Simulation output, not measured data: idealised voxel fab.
Herein follows the process module entitled voxel capacitor over wiring.
Square cell edge 5 nm, section width 220 nm, ID cut.
For the purposes of this document, a cross-section shall be understood as a grid of square cells, specified as bands listed in top-to-bottom order, each band consisting of one or more rows of cells. Read a band's entry like this: the first values are the height of its top and the height of its bottom in nm, and what follows is the sequence of materials from left to right, each with its width in nm. Note that "air" is empty space, and that a single material marked "everywhere" reaches across the band from edge to edge. Height reference: 0 = level under which incoming wafer is all one material. Lowest band: no bottom, runs on downward, e.g. "0 down". Per-row width for "30->40": begins at first number (top row of band), ends at second number (bottom row), increment between rows held constant. What does "nothing got changed" mean for a step? It means no cell of the cross-section changed in that step. "closed voids" means: voids of 8 cells or more that are shut off from the top with no open way through. Written width x height at distance, distance from the left edge, in nm. The remark found on a step's line after its settings is issued by the simulator itself and pertains to that step. When a step includes a mask, the "overlay nm" setting on its line states how far to the right of its planned place that mask lay, and negative values state how far to the left.

# plan
1: RECEIVE [material Si]
2: CONFORMAL_DEP [material SiO2] [thk nm 10]
3: CONFORMAL_DEP [material SiN] [thk nm 5]
4: DIRECTIONAL_DEP [material SiO2] [thk nm 15]
5: PATTERN [tone open] [mask id METAL_1] [material resist] [width nm 20] [pitch nm 80] [thk nm 20] [overlay nm -15]
6: DIRECTIONAL_ETCH [etch materials SiO2] [depth nm 15]
7: DIRECTIONAL_ETCH [etch materials SiN] [depth nm 5]
8: STRIP [etch materials resist]
9: CONFORMAL_DEP [material TiN] [thk nm 5]
10: FILL_DEP [material Ru] [thk nm 10]
11: CMP [height nm 30]
12: EPI [material Ru] [thk nm 5]
13: FILL_DEP [material SiCN] [thk nm 5]
14: DIRECTIONAL_DEP [material lowk] [thk nm 20]
15: DIRECTIONAL_DEP [material aC] [thk nm 10]
16: PATTERN [tone open] [mask id PLUG_1] [material resist] [width nm 15] [thk nm 25] [overlay nm 0]
17: DIRECTIONAL_ETCH [etch materials aC] [depth nm 10]
18: STRIP [etch materials resist]
19: DIRECTIONAL_ETCH [etch materials lowk] [depth nm 20]
20: DIRECTIONAL_ETCH [etch materials SiCN] [depth nm 5]
21: STRIP [etch materials aC]
22: EPI [material Ru] [thk nm 10]
23: EPI [material Ru] [thk nm 10]
24: EPI [material Ru] [thk nm 5]
25: DIRECTIONAL_DEP [material TiN] [thk nm 5]
26: DIRECTIONAL_DEP [material Al2O3] [thk nm 5]
27: DIRECTIONAL_DEP [material TiN] [thk nm 5]
28: DIRECTIONAL_DEP [material aC] [thk nm 15]
29: PATTERN [tone cover] [mask id UPPER_PLATE] [material resist] [width nm 65] [thk nm 35] [overlay nm 0]
30: DIRECTIONAL_ETCH [etch materials aC] [depth nm 15]
31: STRIP [etch materials resist]
32: DIRECTIONAL_ETCH [etch materials TiN] [depth nm 5]
33: DIRECTIONAL_ETCH [etch materials Al2O3] [depth nm 5]
34: STRIP [etch materials aC]
35: DIRECTIONAL_DEP [material aC] [thk nm 15]
36: PATTERN [tone cover] [mask id LOWER_PLATE] [material resist] [width nm 75] [thk nm 35] [overlay nm 0]
37: DIRECTIONAL_ETCH [etch materials aC] [depth nm 15]
38: STRIP [etch materials resist]
39: DIRECTIONAL_ETCH [etch materials TiN] [depth nm 5]
40: STRIP [etch materials aC]
41: FILL_DEP [material SiO2] [thk nm 15]
42: CMP [height nm 85]
43: PATTERN [tone open] [mask id PLUG_2] [material resist] [width nm 15] [thk nm 15] [overlay nm 0]
44: DIRECTIONAL_ETCH [etch materials SiO2] [depth nm 10]
45: STRIP [etch materials resist]
46: CONFORMAL_DEP [material TiN] [thk nm 5]
47: FILL_DEP [material Cu] [thk nm 10]
48: CMP [height nm 85]
49: CONFORMAL_DEP [material SiN] [thk nm 5]
Keep in mind the plan's value for the overlay nm of step 5 comes from the first wafer; the wafers don't share that setting, but they do share the same starting point.

# This is how the first of several wafers looked in cross-section when it arrived, which is after step 1
	0 down  Si everywhere
	closed voids: none

# Basically each wafer gets a line in the table, showing it at the end of the module: material by material, the cells it gained (+) or lost (-) since we got it, then its closed voids
overlay nm -15 | +13 Al2O3 | +1 Cu | +39 Ru | +73 SiCN | +80 SiN | +369 SiO2 | +53 TiN | +164 lowk | closed voids: none
overlay nm -10 | +13 Al2O3 | +1 Cu | +39 Ru | +73 SiCN | +80 SiN | +369 SiO2 | +53 TiN | +164 lowk | closed voids: none
overlay nm -5 | +13 Al2O3 | +1 Cu | +39 Ru | +73 SiCN | +80 SiN | +369 SiO2 | +53 TiN | +164 lowk | closed voids: none
overlay nm 0 | +13 Al2O3 | +1 Cu | +39 Ru | +73 SiCN | +80 SiN | +369 SiO2 | +53 TiN | +164 lowk | closed voids: none
overlay nm 5 | +13 Al2O3 | +1 Cu | +39 Ru | +73 SiCN | +80 SiN | +369 SiO2 | +53 TiN | +164 lowk | closed voids: none
overlay nm 10 | +13 Al2O3 | +1 Cu | +39 Ru | +73 SiCN | +80 SiN | +369 SiO2 | +53 TiN | +164 lowk | closed voids: none
overlay nm 15 | +13 Al2O3 | +1 Cu | +39 Ru | +73 SiCN | +80 SiN | +369 SiO2 | +53 TiN | +164 lowk | closed voids: none
